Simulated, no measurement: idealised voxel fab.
process module | voxel fin reveal
cross-section cut | 210 nm wide | cells 5 nm
A cross-section is a grid of square cells, given in bands from the top down. A band is one or more rows of cells.
Each band's line starts with the height of the band's top and of its bottom, in nm. Then come its materials from left to right, each with its width in nm. One material with "throughout" fills the band from edge to edge. "air" is empty space.
Height 0 is the level under which the wafer as received is all one material. The lowest band goes on downwards, as in "0 down".
A width such as "30 to 40" changes by the same amount from each row of cells to the next, from the band's top row to its bottom row.
"no change" after a step means that no cell of the cross-section changed.
closed voids: empty space of 8 cells or more with no open way to the top, each as width x height at its distance from the left edge, in nm
after a step's settings: what the simulator itself notes on the step
overlay nm, on a step with a mask: how far to the right of its planned place the mask lay; to the left if negative
plan
1 op RECEIVE | material Si
2 op CONFORMAL_DEP | material SiN | thk nm 5
3 op PATTERN | tone cover | mask id FINS | material resist | width nm 15 | pitch nm 45 | thk nm 15 | overlay nm 0
4 op DIRECTIONAL_ETCH | etch materials SiN | depth nm 5
5 op DIRECTIONAL_ETCH | etch materials Si | depth nm 35
6 op STRIP | etch materials resist
7 op FILL_DEP | material SiO2 | thk nm 15
8 op CMP | height nm 5
9 op SELECTIVE_ETCH | etch materials SiO2 | depth nm 30
10 op STRIP | etch materials SiN
11 op CONFORMAL_DEP | material HfO2 | thk nm 5
as received, after step 1
  0 down: Si throughout
  closed voids: none
a wafer at the end: this start, this plan, one mistake
  5 to 0: air 45 | HfO2 25 | air 20 | HfO2 25 | air 20 | HfO2 25 | air 50
  0 to -20: air 45 | HfO2 5 | Si 15 | HfO2 5 | air 20 | HfO2 5 | Si 15 | HfO2 5 | air 20 | HfO2 5 | Si 15 | HfO2 5 | air 50
  -20 to -25: HfO2 25 | air 20 | HfO2 5 | Si 15 | HfO2 5 | air 20 | HfO2 5 | Si 15 | HfO2 5 | air 20 | HfO2 5 | Si 15 | HfO2 5 | air 20 | HfO2 30
  -25 to -30: SiO2 20 | HfO2 30 | Si 15 | HfO2 30 | Si 15 | HfO2 30 | Si 15 | HfO2 30 | SiO2 25
  -30 to -35: SiO2 50 | Si 15 | SiO2 30 | Si 15 | SiO2 30 | Si 15 | SiO2 55
  -35 down: Si throughout
  closed voids: none
what went wrong: steps 9 and 10 were swapped
